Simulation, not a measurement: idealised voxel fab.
The name of this process module is voxel self aligned contacts.
Square cells of 5 nm make up the cross-section cut, whose width is 260 nm.
Bands, listed from the top down, are how a cross-section gets written in this document; the cross-section itself is a grid of square cells, and a band is one or more rows of them. What a band's entry tells you: where the top is and where the bottom is, as heights in nm, and after that what lies inside, material by material from left to right, each with its width in nm. Empty space is written as the word "empty", and a single material marked with the word "everywhere" occupies the band from edge to edge. Height 0 is the level under which the wafer as received is all one material. The lowest band goes on downwards, as in "0 down". When a width is written as two numbers, as in "30->40", the first number is the width in the top row of cells of the band and the second is the width in its bottom row, and the width changes by the same amount from each row to the next. Any step labelled "no change occurred" changed none of the cells in the cross-section. The entry titled "Catalogued sealed voids" provides the empty spaces that have no open way to the top, restricted to those of 8 cells or more. Each is presented as width x height at distance, the distance being measured from the left edge, with all three in nm. Post-settings text on a step line: simulator's own remark regarding the step. overlay nm: step with mask; distance mask lay right of planned place; negative value = left of planned place.

Planned process steps:
1) RECEIVE [material Si]
2) OXIDIZE [depth nm 5]
3) DIRECTIONAL_DEP [material polySi] [thk nm 30]
4) DIRECTIONAL_DEP [material SiN] [thk nm 15]
5) MASKED_ETCH [tone cover] [mask id GATE] [width nm 35] [pitch nm 70] [etch materials SiN] [depth nm 15] [overlay nm 0]
6) MASKED_ETCH [tone cover] [mask id GATE] [width nm 35] [pitch nm 70] [etch materials polySi] [depth nm 30] [overlay nm 0]
7) CONFORMAL_DEP [material SiN] [thk nm 5]
8) DIRECTIONAL_ETCH [etch materials SiN] [depth nm 5]
9) FILL_DEP [material SiO2] [thk nm 15]
10) CMP [height nm 50]
11) PATTERN [tone open] [mask id CONTACT] [material resist] [width nm 45] [pitch nm 70] [thk nm 15] [overlay nm 0]
12) DIRECTIONAL_ETCH [etch materials SiO2] [depth nm 55]
13) STRIP [etch materials resist]
14) CONFORMAL_DEP [material TiN] [thk nm 5]
15) FILL_DEP [material Ru] [thk nm 10]
16) CMP [height nm 40]
17) CONFORMAL_DEP [material SiCN] [thk nm 5]
Where the wafers of this document differ is in the height nm of step 16; they start out the same, and the plan states the value that applied to the first wafer.

Cut through the first of several wafers as received, post step 1:
    0 down = Si everywhere
    Catalogued sealed voids: none

Heads up, this table goes wafer by wafer. A row tells you, at the end of the module, how many cells of each material that wafer has put on (+) or dropped (-) since it was received, and then its closed voids:
height nm 40, +48 Ru, -52 Si, +52 SiCN, +90 SiN, +162 SiO2, +42 TiN, +126 polySi, Catalogued sealed voids: none
height nm 45, +54 Ru, -52 Si, +52 SiCN, +117 SiN, +177 SiO2, +46 TiN, +126 polySi, Catalogued sealed voids: none
height nm 50, +60 Ru, -52 Si, +52 SiCN, +117 SiN, +211 SiO2, +58 TiN, +126 polySi, Catalogued sealed voids: none
height nm 55, +74 Ru, -52 Si, +52 SiCN, +117 SiN, +211 SiO2, +96 TiN, +126 polySi, Catalogued sealed voids: none
height nm 60, +126 Ru, -52 Si, +52 SiCN, +117 SiN, +211 SiO2, +96 TiN, +126 polySi, Catalogued sealed voids: none
height nm 65, +178 Ru, -52 Si, +52 SiCN, +117 SiN, +211 SiO2, +96 TiN, +126 polySi, Catalogued sealed voids: none
